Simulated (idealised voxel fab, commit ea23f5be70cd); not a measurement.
process module | voxel transistor to metal
Square cells of 5 nm make up the cross-section cut, whose width is 140 nm.
Cross-section = grid of square cells, listed top down in bands; band = one or more rows.
Quick guide to a band line: top height, bottom height (nm) up front; then every material left to right with its width in nm. Only one material and it's marked "all across"? Then it fills the band edge to edge. And "empty" just means empty space.
Heights are reckoned from 0. Under this level, the received wafer is all of one material. The bottommost band is open-ended downward, for example "0 nm and below".
Read "30->40" as a graded width: first number on top, second number at the bottom, same change between each pair of neighbouring rows.
Reading "everything unchanged" for a step: not a cell of the cross-section changed in it.
Closed empty spaces (no open way to the top) of 8 cells or more are what "Enclosed internal voids" lists, each as width x height at distance from the left edge, nm for all three.
Step line, after settings: the simulator's comment on this step.
"overlay nm" on a masked step: distance the mask lay right of its planned place, negative for left.
The planned process steps are enumerated hereunder
| 1 | RECEIVE [material Si] |
| 2 | OXIDIZE [depth nm 5] |
| 3 | CONFORMAL_DEP [material SiN] [thk nm 15] |
| 4 | MASKED_ETCH [tone cover] [mask id ACTIVE] [width nm 110] [etch materials SiN] [depth nm 15] [overlay nm 0] |
| 5 | MASKED_ETCH [tone cover] [mask id ACTIVE] [width nm 110] [etch materials SiO2] [depth nm 5] [overlay nm 0] |
| 6 | MASKED_ETCH [tone cover] [mask id ACTIVE] [width nm 110] [etch materials Si] [depth nm 35] [overlay nm 0] |
| 7 | FILL_DEP [material SiO2] [thk nm 5] |
| 8 | CMP [height nm 15] |
| 9 | SELECTIVE_ETCH [etch materials SiO2] [depth nm 10] |
| 10 | STRIP [etch materials SiN] |
| 11 | SELECTIVE_ETCH [etch materials SiO2] [depth nm 5] |
| 12 | OXIDIZE [depth nm 5] |
| 13 | DIRECTIONAL_DEP [material polySi] [thk nm 30] |
| 14 | DIRECTIONAL_DEP [material SiCN] [thk nm 15] |
| 15 | DIRECTIONAL_DEP [material aC] [thk nm 10] |
| 16 | PATTERN [tone cover] [mask id GATE] [material resist] [width nm 20] [thk nm 25] [overlay nm 0] |
| 17 | DIRECTIONAL_ETCH [etch materials aC] [depth nm 10] |
| 18 | STRIP [etch materials resist] |
| 19 | DIRECTIONAL_ETCH [etch materials SiCN] [depth nm 25] |
| 20 | DIRECTIONAL_ETCH [etch materials polySi] [depth nm 40] |
| 21 | STRIP [etch materials aC] |
| 22 | CONFORMAL_DEP [material SiO2] [thk nm 5] |
| 23 | DIRECTIONAL_ETCH [etch materials SiO2] [depth nm 5] |
| 24 | CONFORMAL_DEP [material SiN] [thk nm 5] |
| 25 | DIRECTIONAL_ETCH [etch materials SiN] [depth nm 5] |
| 26 | DIRECTIONAL_ETCH [etch materials SiO2] [depth nm 5] |
| 27 | DIRECTIONAL_ETCH [etch materials Si] [depth nm 10] |
| 28 | EPI [material SiGe] [thk nm 15] |
| 29 | FILL_DEP [material SiO2] [thk nm 5] |
| 30 | CMP [height nm 40] |
| 31 | DIRECTIONAL_DEP [material SiO2] [thk nm 15] |
| 32 | DIRECTIONAL_DEP [material aC] [thk nm 15] |
| 33 | PATTERN [tone open] [mask id CONTACT] [material resist] [width nm 20] [pitch nm 80] [thk nm 30] [overlay nm 0] |
| 34 | DIRECTIONAL_ETCH [etch materials aC] [depth nm 15] |
| 35 | STRIP [etch materials resist] |
| 36 | DIRECTIONAL_ETCH [etch materials SiO2] [depth nm 50] |
| 37 | STRIP [etch materials aC] |
| 38 | CONFORMAL_DEP [material TiN] [thk nm 5] |
| 39 | FILL_DEP [material Ru] [thk nm 10] |
| 40 | CMP [height nm 55] |
| 41 | CONFORMAL_DEP [material SiCN] [thk nm 5] |
| 42 | DIRECTIONAL_DEP [material SiO2] [thk nm 15] |
| 43 | DIRECTIONAL_DEP [material aC] [thk nm 15] |
| 44 | PATTERN [tone open] [mask id METAL_1] [material resist] [width nm 20] [pitch nm 80] [thk nm 35] [overlay nm 0] |
| 45 | DIRECTIONAL_ETCH [etch materials aC] [depth nm 15] |
| 46 | STRIP [etch materials resist] |
| 47 | DIRECTIONAL_ETCH [etch materials SiO2] [depth nm 15] |
| 48 | DIRECTIONAL_ETCH [etch materials SiCN] [depth nm 5] |
| 49 | STRIP [etch materials aC] |
| 50 | CONFORMAL_DEP [material TiN] [thk nm 5] |
| 51 | FILL_DEP [material W] [thk nm 10] |
| 52 | CMP [height nm 75] |
| 53 | CONFORMAL_DEP [material SiCN] [thk nm 5] |
as received, after step 1
- 0 nm and below = Si all across
- Enclosed internal voids: none
End-of-module cross-section of the first of two wafers, processed as planned
- 80 nm to 75 nm = SiCN all across
- 75 nm to 60 nm = SiO2: 20  TiN: 5  W: 10  TiN: 5  SiO2: 60  TiN: 5  W: 10  TiN: 5  SiO2: 20
- 60 nm to 55 nm = SiCN: 20  TiN: 20  SiCN: 60  TiN: 20  SiCN: 20
- 55 nm to 40 nm = SiO2: 20  TiN: 5  Ru: 10  TiN: 5  SiO2: 60  TiN: 5  Ru: 10  TiN: 5  SiO2: 20
- 40 nm to 25 nm = SiO2: 20  TiN: 5  Ru: 10  TiN: 5  SiO2: 10  SiN: 5  SiO2: 5  SiCN: 20  SiO2: 5  SiN: 5  SiO2: 10  TiN: 5  Ru: 10  TiN: 5  SiO2: 20
- 25 nm to 10 nm = SiO2: 20  TiN: 5  Ru: 10  TiN: 5  SiO2: 10  SiN: 5  SiO2: 5  polySi: 20  SiO2: 5  SiN: 5  SiO2: 10  TiN: 5  Ru: 10  TiN: 5  SiO2: 20
- 10 nm to 5 nm = SiO2: 20  TiN: 20  SiO2: 10  SiN: 5  SiO2: 5  polySi: 20  SiO2: 5  SiN: 5  SiO2: 10  TiN: 20  SiO2: 20
- 5 nm to 0 nm = SiO2: 15  SiGe: 35  SiN: 5  SiO2: 5  polySi: 20  SiO2: 5  SiN: 5  SiGe: 35  SiO2: 15
- 0 nm to -5 nm = SiO2: 15  SiN: 5  SiGe: 30  SiN: 5  SiO2: 5  polySi: 20  SiO2: 5  SiN: 5  SiGe: 30  SiN: 5  SiO2: 15
- -5 nm to -10 nm = SiO2: 20  SiGe: 30  SiO2: 40  SiGe: 30  SiO2: 20
- -10 nm to -20 nm = SiO2: 15  Si: 5  SiGe: 30  Si: 40  SiGe: 30  Si: 5  SiO2: 15
- -20 nm to -40 nm = SiO2: 15  Si: 110  SiO2: 15
- -40 nm and below = Si all across
- Enclosed internal voids: none
Same start, same plan as the first wafer - but one mistake in the run. Cross-section of the second of the two at the end of the module
- 80 nm to 75 nm = SiCN all across
- 75 nm to 60 nm = SiO2: 20  TiN: 5  W: 10  TiN: 5  SiO2: 60  TiN: 5  W: 10  TiN: 5  SiO2: 20
- 60 nm to 55 nm = SiCN: 20  TiN: 20  SiCN: 60  TiN: 20  SiCN: 20
- 55 nm to 40 nm = SiO2: 20  TiN: 5  Ru: 10  TiN: 5  SiO2: 60  TiN: 5  Ru: 10  TiN: 5  SiO2: 20
- 40 nm to 25 nm = SiO2: 20  TiN: 5  Ru: 10  TiN: 5  SiO2: 10  SiN: 5  SiO2: 5  SiCN: 20  SiO2: 5  SiN: 5  SiO2: 10  TiN: 5  Ru: 10  TiN: 5  SiO2: 20
- 25 nm to 20 nm = SiO2: 20  TiN: 20  SiO2: 10  SiN: 5  SiO2: 5  polySi: 20  SiO2: 5  SiN: 5  SiO2: 10  TiN: 20  SiO2: 20
- 20 nm to 0 nm = SiGe: 50  SiN: 5  SiO2: 5  polySi: 20  SiO2: 5  SiN: 5  SiGe: 50
- 0 nm to -5 nm = SiGe: 15  SiN: 5  SiGe: 30  SiN: 5  SiO2: 5  polySi: 20  SiO2: 5  SiN: 5  SiGe: 30  SiN: 5  SiGe: 15
- -5 nm to -10 nm = SiO2: 20  SiGe: 30  SiO2: 40  SiGe: 30  SiO2: 20
- -10 nm to -20 nm = SiO2: 15  Si: 5  SiGe: 30  Si: 40  SiGe: 30  Si: 5  SiO2: 15
- -20 nm to -40 nm = SiO2: 15  Si: 110  SiO2: 15
- -40 nm and below = Si all across
- Enclosed internal voids: none
Plan not followed: the plan's step 28 ran twice
Final tally in cells, some materials are higher or lower on the second wafer than on the first: 12 fewer of Ru; 72 more of SiGe; 48 fewer of SiO2; 12 fewer of TiN
